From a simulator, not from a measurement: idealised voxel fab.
Name of the process module below: voxel self aligned vias
Xsec cut, 285 nm wide, square cell size 5 nm.
A cross-section in this document is a grid of square cells, and it is written down as bands, the top band listed before the ones below it; a band is made up of one or more rows of cells.
Heights first: top, then bottom, in nm. Then materials, left to right, each with a width in nm. "edge to edge" on a single material: fills the band edge to edge. "empty": empty space.
Counting heights begins at 0, where everything beneath is, in the wafer as received, one material. The lowest band has no bottom; it goes on downwards, as "z 0 and below" shows.
With a width like "30..40", each row of cells in the band differs from the next by the same amount, the top row carrying the first number and the bottom row the second.
Step marked "no alterations made"? Then no cell in the cross-section changed in it.
Entry "Enclosed internal cavities". Content: empty spaces with no open connection to the top, size 8 cells or greater. Each: width x height at distance. Distance: from left edge. Unit: nm.
Where a step's line continues beyond its settings, the continuation is a remark by the simulator itself on that step.
"overlay nm", when on a step's line for a step with a mask, measures how far to the right of its planned place the mask lay; a negative measure means to the left.

# Steps in the process plan
| 1 | op RECEIVE | material Si |
| 2 | op CONFORMAL_DEP | material SiO2 | thk nm 10 |
| 3 | op CONFORMAL_DEP | material SiCN | thk nm 5 |
| 4 | op DIRECTIONAL_DEP | material lowk | thk nm 25 |
| 5 | op MASKED_ETCH | tone open | mask id LINES | width nm 20 | pitch nm 45 | etch materials lowk | depth nm 25 | overlay nm 0 |
| 6 | op CONFORMAL_DEP | material TiN | thk nm 5 |
| 7 | op FILL_DEP | material W | thk nm 10 |
| 8 | op CMP | height nm 40 |
| 9 | op SELECTIVE_ETCH | etch materials W Ru TiN | depth nm 5 |
| 10 | op FILL_DEP | material SiN | thk nm 5 |
| 11 | op CMP | height nm 40 |
| 12 | op DIRECTIONAL_DEP | material lowk | thk nm 20 |
| 13 | op DIRECTIONAL_DEP | material aC | thk nm 10 |
| 14 | op PATTERN | tone open | mask id VIAS | material resist | width nm 30 | pitch nm 90 | thk nm 30 | overlay nm 0 |
| 15 | op DIRECTIONAL_ETCH | etch materials aC | depth nm 10 |
| 16 | op STRIP | etch materials resist |
| 17 | op DIRECTIONAL_ETCH | etch materials lowk | depth nm 20 |
| 18 | op DIRECTIONAL_ETCH | etch materials SiN | depth nm 5 |
| 19 | op STRIP | etch materials aC |
| 20 | op CONFORMAL_DEP | material TiN | thk nm 5 |
| 21 | op FILL_DEP | material Ru | thk nm 5 |
| 22 | op CMP | height nm 60 |
| 23 | op CONFORMAL_DEP | material SiCN | thk nm 5 |

# The first wafer of two, processed as planned

# Here's what the wafer looked like in cross-section when it arrived - that's after step 1
  z 0 and below  Si edge to edge
  Enclosed internal cavities: none

# Wafer xsec, post step 2
  z 10 to 0  SiO2 edge to edge
  No changes below 0.

# Wafer xsec, post step 3
  z 15 to 10  SiCN edge to edge
  No changes below 10.

# Wafer xsec, post step 4
  z 40 to 15  lowk edge to edge
  No changes below 15.

# Wafer xsec, post step 5
  z 40 to 15  lowk=85  empty=20  lowk=25  empty=20  lowk=25  empty=20  lowk=90
  No changes below 15.

# Wafer xsec, post step 6
  z 45 to 40  TiN=90  empty=10  TiN=35  empty=10  TiN=35  empty=10  TiN=95
  z 40 to 20  lowk=85  TiN=5  empty=10  TiN=5  lowk=25  TiN=5  empty=10  TiN=5  lowk=25  TiN=5  empty=10  TiN=5  lowk=90
  z 20 to 15  lowk=85  TiN=20  lowk=25  TiN=20  lowk=25  TiN=20  lowk=90
  No changes below 15.

# Wafer xsec, post step 7
  z 55 to 45  W edge to edge
  z 45 to 40  TiN=90  W=10  TiN=35  W=10  TiN=35  W=10  TiN=95
  z 40 to 20  lowk=85  TiN=5  W=10  TiN=5  lowk=25  TiN=5  W=10  TiN=5  lowk=25  TiN=5  W=10  TiN=5  lowk=90
  No changes below 20.

# Wafer xsec, post step 8
  z 40 to 20  lowk=85  TiN=5  W=10  TiN=5  lowk=25  TiN=5  W=10  TiN=5  lowk=25  TiN=5  W=10  TiN=5  lowk=90
  No changes below 20.

# Wafer xsec, post step 9
  z 40 to 35  lowk=85  empty=20  lowk=25  empty=20  lowk=25  empty=20  lowk=90
  No changes below 35.

# Wafer xsec, post step 10
  z 45 to 40  SiN edge to edge
  z 40 to 35  lowk=85  SiN=20  lowk=25  SiN=20  lowk=25  SiN=20  lowk=90
  No changes below 35.

# Wafer xsec, post step 11
  z 40 to 35  lowk=85  SiN=20  lowk=25  SiN=20  lowk=25  SiN=20  lowk=90
  No changes below 35.

# Wafer xsec, post step 12
  z 60 to 40  lowk edge to edge
  No changes below 40.

# Wafer xsec, post step 13
  z 70 to 60  aC edge to edge
  No changes below 60.

# Wafer xsec, post step 14
  z 100 to 70  resist=80  empty=30  resist=60  empty=30  resist=85
  No changes below 70.

# Wafer xsec, post step 15
  z 90 to 70  resist=80  empty=30  resist=60  empty=30  resist=85
  z 70 to 60  aC=80  empty=30  aC=60  empty=30  aC=85
  No changes below 60.

# Wafer xsec, post step 16
  z 70 to 60  aC=80  empty=30  aC=60  empty=30  aC=85
  No changes below 60.

# Wafer xsec, post step 17
  z 70 to 60  aC=80  empty=30  aC=60  empty=30  aC=85
  z 60 to 40  lowk=80  empty=30  lowk=60  empty=30  lowk=85
  No changes below 40.

# Wafer xsec, post step 18
  z 70 to 60  aC=80  empty=30  aC=60  empty=30  aC=85
  z 60 to 40  lowk=80  empty=30  lowk=60  empty=30  lowk=85
  z 40 to 35  lowk=85  empty=20  lowk=25  SiN=20  lowk=25  empty=20  lowk=90
  No changes below 35.

# Wafer xsec, post step 19
  z 60 to 40  lowk=80  empty=30  lowk=60  empty=30  lowk=85
  No changes below 40.

# Wafer xsec, post step 20
  z 65 to 60  TiN=85  empty=20  TiN=70  empty=20  TiN=90
  z 60 to 45  lowk=80  TiN=5  empty=20  TiN=5  lowk=60  TiN=5  empty=20  TiN=5  lowk=85
  z 45 to 40  lowk=80  TiN=10  empty=10  TiN=10  lowk=60  TiN=10  empty=10  TiN=10  lowk=85
  z 40 to 35  lowk=85  TiN=20  lowk=25  SiN=20  lowk=25  TiN=20  lowk=90
  No changes below 35.

# Wafer xsec, post step 21
  z 70 to 65  Ru edge to edge
  z 65 to 60  TiN=85  Ru=20  TiN=70  Ru=20  TiN=90
  z 60 to 45  lowk=80  TiN=5  Ru=20  TiN=5  lowk=60  TiN=5  Ru=20  TiN=5  lowk=85
  z 45 to 40  lowk=80  TiN=10  Ru=10  TiN=10  lowk=60  TiN=10  Ru=10  TiN=10  lowk=85
  No changes below 40.

# Wafer xsec, post step 22
  z 60 to 45  lowk=80  TiN=5  Ru=20  TiN=5  lowk=60  TiN=5  Ru=20  TiN=5  lowk=85
  No changes below 45.

# Wafer xsec, post step 23
  z 65 to 60  SiCN edge to edge
  No changes below 60.

# The second wafer was prepared from the same starting point and under the same plan as the first; its processing contained one mistake, and it remains indistinguishable from the first wafer up to and including step 9

# Cross-section of the second wafer when, according to plan, step 10 should have finished
  z 45 to 40  SiO2 edge to edge
  z 40 to 35  lowk=85  SiO2=20  lowk=25  SiO2=20  lowk=25  SiO2=20  lowk=90
  No changes below 35.

# Cross-section of the second wafer when, according to plan, step 11 should have finished
  z 40 to 35  lowk=85  SiO2=20  lowk=25  SiO2=20  lowk=25  SiO2=20  lowk=90
  No changes below 35.

# Cross-section of the second wafer when, according to plan, step 12 should have finished
  z 60 to 40  lowk edge to edge
  No changes below 40.

# Cross-section of the second wafer when, according to plan, step 13 should have finished
  z 70 to 60  aC edge to edge
  No changes below 60.

# Cross-section of the second wafer when, according to plan, step 14 should have finished
  z 100 to 70  resist=80  empty=30  resist=60  empty=30  resist=85
  No changes below 70.

# Cross-section of the second wafer when, according to plan, step 15 should have finished
  z 90 to 70  resist=80  empty=30  resist=60  empty=30  resist=85
  z 70 to 60  aC=80  empty=30  aC=60  empty=30  aC=85
  No changes below 60.

# Cross-section of the second wafer when, according to plan, step 16 should have finished
  z 70 to 60  aC=80  empty=30  aC=60  empty=30  aC=85
  No changes below 60.

# Cross-section of the second wafer when, according to plan, step 17 should have finished
  z 70 to 60  aC=80  empty=30  aC=60  empty=30  aC=85
  z 60 to 40  lowk=80  empty=30  lowk=60  empty=30  lowk=85
  No changes below 40.

Cross-section of the second wafer when, according to plan, step 18 should have finished: no alterations made

# Cross-section of the second wafer when, according to plan, step 19 should have finished
  z 60 to 40  lowk=80  empty=30  lowk=60  empty=30  lowk=85
  No changes below 40.

# Cross-section of the second wafer when, according to plan, step 20 should have finished
  z 65 to 60  TiN=85  empty=20  TiN=70  empty=20  TiN=90
  z 60 to 45  lowk=80  TiN=5  empty=20  TiN=5  lowk=60  TiN=5  empty=20  TiN=5  lowk=85
  z 45 to 40  lowk=80  TiN=30  lowk=60  TiN=30  lowk=85
  No changes below 40.

# Cross-section of the second wafer when, according to plan, step 21 should have finished
  z 70 to 65  Ru edge to edge
  z 65 to 60  TiN=85  Ru=20  TiN=70  Ru=20  TiN=90
  z 60 to 45  lowk=80  TiN=5  Ru=20  TiN=5  lowk=60  TiN=5  Ru=20  TiN=5  lowk=85
  No changes below 45.

# Cross-section of the second wafer when, according to plan, step 22 should have finished
  z 60 to 45  lowk=80  TiN=5  Ru=20  TiN=5  lowk=60  TiN=5  Ru=20  TiN=5  lowk=85
  No changes below 45.

# Cross-section of the second wafer when, according to plan, step 23 should have finished
  z 65 to 60  SiCN edge to edge
  No changes below 60.
Run error: step 10 ran with different settings than intended, the actual operation and settings being op FILL_DEP | material SiO2 | thk nm 5
Wafer comparison, final, in cells, second relative to first, materials more or fewer: Ru -4; SiN -4; SiO2 +12; TiN -4
